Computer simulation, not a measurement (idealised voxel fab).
Process module, titled voxel wiring stack
The cross-section on display is named cut; it measures 195 nm wide, and its cells are 5 nm squares.
Think of the cross-section as a grid of square cells. We describe it in bands, top to bottom, and each band covers one or more rows of those cells. Top, bottom (nm), then materials left to right with widths (nm); lone material tagged "throughout" fills the whole band edge to edge; "empty" = empty space. The reference from which all heights are counted is 0, the level beneath which the as-received wafer is entirely one material; the lowest band, having no lower bound, proceeds downward and is written after the example "top 0, no bottom". The width entry "30..40" should be interpreted row by row: the top row of cells in the band takes the first number, the bottom row takes the second number, and the change between adjacent rows is uniform throughout. Given "nothing changed" for a step, no cell of the cross-section differs between before and after that step. This entry, "Enclosed void catalog", enumerates those empty regions of no fewer than 8 cells that possess no open connection to the top. Each region is reported in the form width x height at distance, the distance being taken from the left edge, with all three quantities expressed in nm. Where a step's line continues beyond its settings, the continuation is a remark by the simulator itself on that step. overlay nm: right-of-plan distance of the mask on a masked step; negative values mean left-of-plan.

INTENDED PROCESS STEPS
| 1 | RECEIVE [material Si] |
| 2 | CONFORMAL_DEP [material SiO2] [thk nm 15] |
| 3 | DIRECTIONAL_DEP [material TiN] [thk nm 5] |
| 4 | DIRECTIONAL_DEP [material Ru] [thk nm 15] |
| 5 | PATTERN [tone cover] [mask id METAL_1] [material resist] [width nm 30] [pitch nm 45] [thk nm 20] [overlay nm 0] |
| 6 | DIRECTIONAL_ETCH [etch materials Ru] [depth nm 15] |
| 7 | DIRECTIONAL_ETCH [etch materials TiN] [depth nm 5] |
| 8 | STRIP [etch materials resist] |
| 9 | CONFORMAL_DEP [material SiCN] [thk nm 5] |
| 10 | FILL_DEP [material SiO2] [thk nm 5] |
| 11 | CMP [height nm 35] |
| 12 | CONFORMAL_DEP [material SiCN] [thk nm 5] |
| 13 | DIRECTIONAL_DEP [material SiO2] [thk nm 20] |
| 14 | PATTERN [tone open] [mask id PLUG_1] [material resist] [width nm 15] [pitch nm 90] [thk nm 15] [overlay nm 0] |
| 15 | DIRECTIONAL_ETCH [etch materials SiO2] [depth nm 20] |
| 16 | DIRECTIONAL_ETCH [etch materials SiCN] [depth nm 5] |
| 17 | STRIP [etch materials resist] |
| 18 | EPI [material Ru] [thk nm 10] |
| 19 | EPI [material Ru] [thk nm 10] |
| 20 | EPI [material Ru] [thk nm 5] |
| 21 | DIRECTIONAL_DEP [material TiN] [thk nm 5] |
| 22 | DIRECTIONAL_DEP [material Ru] [thk nm 20] |
| 23 | MASKED_ETCH [tone cover] [mask id METAL_2] [width nm 30] [pitch nm 45] [etch materials Ru] [depth nm 20] [overlay nm 0] |
| 24 | MASKED_ETCH [tone cover] [mask id METAL_2] [width nm 30] [pitch nm 45] [etch materials TiN] [depth nm 5] [overlay nm 0] |
| 25 | FILL_DEP [material SiO2] [thk nm 10] |
| 26 | CMP [height nm 85] |
| 27 | CONFORMAL_DEP [material SiN] [thk nm 5] |

WAFER AT RECEIPT (POST STEP 1), CROSS-SECTION
* top 0, no bottom  Si throughout
* Enclosed void catalog: none

STARTING STRUCTURE AND PROCESS PLAN ARE AS SHOWN ABOVE, BUT ONE MISTAKE WAS MADE IN RUNNING THE MODULE; THE WAFER CROSS-SECTION AT THE END OF THE MODULE FOLLOWS
* top 90, bottom 85  SiN throughout
* top 85, bottom 80  SiO2 throughout
* top 80, bottom 60  SiO2 15, Ru 30, SiO2 15, Ru 30, SiO2 15, Ru 30, SiO2 15, Ru 30, SiO2 15
* top 60, bottom 40  SiO2 15, Ru 15, SiO2 75, Ru 15, SiO2 75
* top 40, bottom 35  SiCN 15, Ru 15, SiCN 75, Ru 15, SiCN 75
* top 35, bottom 20  SiO2 10, SiCN 5, Ru 30, SiCN 5, SiO2 5, SiCN 5, Ru 30, SiCN 5, SiO2 5, SiCN 5, Ru 30, SiCN 5, SiO2 5, SiCN 5, Ru 30, SiCN 5, SiO2 10
* top 20, bottom 15  SiCN 15, TiN 30, SiCN 15, TiN 30, SiCN 15, TiN 30, SiCN 15, TiN 30, SiCN 15
* top 15, bottom 0  SiO2 throughout
* top 0, no bottom  Si throughout
* Enclosed void catalog: none
Deviation noted in wafer processing: step 21 of the plan was jumped over and never run
